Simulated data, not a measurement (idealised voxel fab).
Process module heading - voxel plated lines
It is cross-section cut that appears here, measuring 225 nm in width, its square cells being 5 nm in size.
Heads up, the way a cross-section reads in here is a grid of square cells, handed over as bands from the top down, with every band being one or more rows of cells.
Top height, bottom height, nm. Materials left to right, width each, nm. Single material + "everywhere" = fills band edge to edge. "empty" = empty.
Heights from 0 (as-received wafer is one material below). Bottom band endless downward, as "0..down".
You'd read "30->40" like this: the band's top row of cells is as wide as the first number, its bottom row is as wide as the second, and going down, every row changes width by the same amount as the row before did.
The designation "left unchanged", where it is given for a processing step, indicates that no cell of the cross-section was altered in the course of that step.
In "Sealed-off cavities" the enclosed voids are listed, meaning empty spaces of 8 cells or larger without any opening to the top. The form is width x height at distance, distance from the left edge, units nm.
Formally, on a step line, whatever follows the settings is a remark that the simulator itself makes on the step.
You can add "overlay nm" to a step's line. For a step with a mask, it describes how far the mask lay to the right of its planned position, and a negative number describes a lay to the left.

**Planned step list for the process**
step 1: RECEIVE: material Si
step 2: CONFORMAL_DEP: material SiN, thk nm 10
step 3: DIRECTIONAL_DEP: material TiN, thk nm 5
step 4: PATTERN: tone open, mask id LINES, material resist, width nm 30, pitch nm 45, thk nm 40, overlay nm 0
step 5: EPI: material Ru, thk nm 5
step 6: EPI: material Ru, thk nm 10
step 7: EPI: material Ru, thk nm 5
step 8: STRIP: etch materials resist
step 9: DIRECTIONAL_ETCH: etch materials TiN, depth nm 5
step 10: CONFORMAL_DEP: material SiO2, thk nm 10

**as received, after step 1**
  0..down | Si everywhere
  Sealed-off cavities: none

**Cross-sectional image of the first of two wafers at the end of the module, the run having proceeded as planned**
  45..35 | 65 nm empty, then 95 nm SiO2, then 65 nm empty
  35..20 | 65 nm empty, then 10 nm SiO2, then 30 nm Ru, then 15 nm SiO2, then 30 nm Ru, then 10 nm SiO2, then 65 nm empty
  20..15 | 75 nm SiO2, then 30 nm Ru, then 15 nm SiO2, then 30 nm Ru, then 75 nm SiO2
  15..10 | 75 nm SiO2, then 30 nm TiN, then 15 nm SiO2, then 30 nm TiN, then 75 nm SiO2
  10..0 | SiN everywhere
  0..down | Si everywhere
  Sealed-off cavities: none

**Cross-section, second wafer: same start as the first, same plan as the first, one mistake in running it; taken at the end of the module**
  45..35 | 70 nm empty, then 95 nm SiO2, then 60 nm empty
  35..20 | 70 nm empty, then 10 nm SiO2, then 30 nm Ru, then 15 nm SiO2, then 30 nm Ru, then 10 nm SiO2, then 60 nm empty
  20..15 | 80 nm SiO2, then 30 nm Ru, then 15 nm SiO2, then 30 nm Ru, then 70 nm SiO2
  15..10 | 80 nm SiO2, then 30 nm TiN, then 15 nm SiO2, then 30 nm TiN, then 70 nm SiO2
  10..0 | SiN everywhere
  0..down | Si everywhere
  Sealed-off cavities: none
The plan and the run diverged here: it should be noted that step 4 was executed with settings other than those planned, the operation and settings actually applied being PATTERN: tone open, mask id LINES, material resist, width nm 30, pitch nm 45, thk nm 40, overlay nm 5
Comparing end states, the material composition by cell count is preserved from the first wafer to the second, while the locations of the cells are not.
